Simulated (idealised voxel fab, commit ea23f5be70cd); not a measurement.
A process module follows: voxel gate over fins.
Each square cell in cross-section cut measures 5 nm, and the section as a whole is 265 nm wide.
Just so we're on the same page, the cross-sections are grids of square cells, and they're listed out in bands top to bottom, each band one or more rows deep. The entry gives the band's vertical extent as a top height and a bottom height in nm, then its horizontal make-up as materials from left to right, each with a width in nm. "air" stands for empty space; a single material marked "throughout" fills the band edge to edge. Ref level 0: as-received wafer is one material below here. Bottom band extends down with no lower bound ("0..down"). Width spec "30 to 40" -> top row of cells at first value, bottom row at second value, equal per-row change in between. "nothing was modified" for a step: no cell of the cross-section changed in that step. Empty spaces without an open route to the top, at least 8 cells in extent, make up the entry "Cavities, closed"; each is given as width x height at distance, where the distance is measured from the left edge, and all are in nm. Whatever follows a step's settings on its line is a remark the simulator itself makes about that step. overlay nm: mask right of planned place by this much (step with mask). Neg. = left.

-- Process steps foreseen in the plan
| 1 | RECEIVE | material Si |
| 2 | CONFORMAL_DEP | material SiN | thk nm 10 |
| 3 | DIRECTIONAL_DEP | material aC | thk nm 10 |
| 4 | PATTERN | tone cover | mask id FINS | material resist | width nm 15 | pitch nm 50 | thk nm 25 | overlay nm 0 |
| 5 | DIRECTIONAL_ETCH | etch materials aC | depth nm 10 |
| 6 | STRIP | etch materials resist |
| 7 | DIRECTIONAL_ETCH | etch materials SiN | depth nm 10 |
| 8 | DIRECTIONAL_ETCH | etch materials Si | depth nm 30 |
| 9 | STRIP | etch materials aC |
| 10 | FILL_DEP | material SiO2 | thk nm 15 |
| 11 | CMP | height nm 10 |
| 12 | PATTERN | tone open | mask id RAIL | material resist | width nm 15 | thk nm 20 | overlay nm 0 |
| 13 | DIRECTIONAL_ETCH | etch materials SiO2 | depth nm 35 |
| 14 | STRIP | etch materials resist |
| 15 | CONFORMAL_DEP | material TiN | thk nm 5 |
| 16 | FILL_DEP | material Ru | thk nm 5 |
| 17 | CMP | height nm 10 |
| 18 | SELECTIVE_ETCH | etch materials W Ru TiN | depth nm 25 |
| 19 | FILL_DEP | material SiO2 | thk nm 5 |
| 20 | CMP | height nm 10 |
| 21 | SELECTIVE_ETCH | etch materials SiO2 | depth nm 20 |
| 22 | STRIP | etch materials SiN |
| 23 | CONFORMAL_DEP | material HfO2 | thk nm 5 |
| 24 | CONFORMAL_DEP | material TiN | thk nm 5 |
| 25 | CONFORMAL_DEP | material TiAl | thk nm 5 |
| 26 | CONFORMAL_DEP | material TiN | thk nm 5 |
| 27 | FILL_DEP | material W | thk nm 10 |
| 28 | CMP | height nm 25 |
| 29 | CONFORMAL_DEP | material SiN | thk nm 5 |

-- as received, after step 1
  0..down  Si throughout
  Cavities, closed: none

-- First of two wafers: cross-section at end of module, run per plan
  30..25  SiN throughout
  25..20  W throughout
  20..15  W 55, then TiN 155, then W 55
  15..10  W 55, then TiN 5, then TiAl 45, then TiN 5, then TiAl 45, then TiN 5, then TiAl 45, then TiN 5, then W 55
  10..5  TiN 60, then TiAl 5, then TiN 35, then TiAl 5, then TiN 5, then TiAl 5, then TiN 35, then TiAl 5, then TiN 5, then TiAl 5, then TiN 35, then TiAl 5, then TiN 60
  5..0  TiAl 65, then TiN 5, then HfO2 25, then TiN 5, then TiAl 15, then TiN 5, then HfO2 25, then TiN 5, then TiAl 15, then TiN 5, then HfO2 25, then TiN 5, then TiAl 65
  0..-5  TiN 70, then HfO2 5, then Si 15, then HfO2 5, then TiN 25, then HfO2 5, then Si 15, then HfO2 5, then TiN 25, then HfO2 5, then Si 15, then HfO2 5, then TiN 70
  -5..-10  HfO2 75, then Si 15, then HfO2 35, then Si 15, then HfO2 35, then Si 15, then HfO2 75
  -10..-15  SiO2 75, then Si 15, then SiO2 35, then Si 15, then SiO2 35, then Si 15, then SiO2 75
  -15..-20  SiO2 75, then Si 15, then SiO2 10, then TiN 5, then Ru 5, then TiN 5, then SiO2 10, then Si 15, then SiO2 35, then Si 15, then SiO2 75
  -20..-25  SiO2 75, then Si 15, then SiO2 10, then TiN 15, then SiO2 10, then Si 15, then SiO2 35, then Si 15, then SiO2 75
  -25..-30  SiO2 75, then Si 15, then SiO2 35, then Si 15, then SiO2 35, then Si 15, then SiO2 75
  -30..down  Si throughout
  Cavities, closed: none

-- Second wafer cross-section at end of module - shared start and plan with the first, one mistake in the run
  30..25  SiN throughout
  25..20  W throughout
  20..15  W 55, then TiN 155, then W 55
  15..10  W 55, then TiN 5, then TiAl 45, then TiN 5, then TiAl 45, then TiN 5, then TiAl 45, then TiN 5, then W 55
  10..5  TiN 60, then TiAl 5, then TiN 35, then TiAl 5, then TiN 5, then TiAl 5, then TiN 35, then TiAl 5, then TiN 5, then TiAl 5, then TiN 35, then TiAl 5, then TiN 60
  5..0  TiAl 65, then TiN 5, then HfO2 25, then TiN 5, then TiAl 15, then TiN 5, then HfO2 25, then TiN 5, then TiAl 15, then TiN 5, then HfO2 25, then TiN 5, then TiAl 65
  0..-5  TiN 70, then HfO2 5, then Si 15, then HfO2 5, then TiN 25, then HfO2 5, then Si 15, then HfO2 5, then TiN 25, then HfO2 5, then Si 15, then HfO2 5, then TiN 70
  -5..-10  HfO2 75, then Si 15, then HfO2 35, then Si 15, then HfO2 35, then Si 15, then HfO2 75
  -10..-15  SiO2 75, then Si 15, then SiO2 35, then Si 15, then SiO2 35, then Si 15, then SiO2 75
  -15..-20  SiO2 75, then Si 15, then SiO2 10, then TiN 5, then Ru 10, then TiN 5, then SiO2 5, then Si 15, then SiO2 35, then Si 15, then SiO2 75
  -20..-25  SiO2 75, then Si 15, then SiO2 10, then TiN 20, then SiO2 5, then Si 15, then SiO2 35, then Si 15, then SiO2 75
  -25..-30  SiO2 75, then Si 15, then SiO2 35, then Si 15, then SiO2 35, then Si 15, then SiO2 75
  -30..down  Si throughout
  Cavities, closed: none
Want to know what went wrong? note that step 12 departed from the planned setting and was carried out as PATTERN | tone open | mask id RAIL | material resist | width nm 20 | thk nm 20 | overlay nm 0
Count the cells at the end and the second wafer has more or fewer of some materials than the first: 1 more of Ru; 2 fewer of SiO2; 1 more of TiN
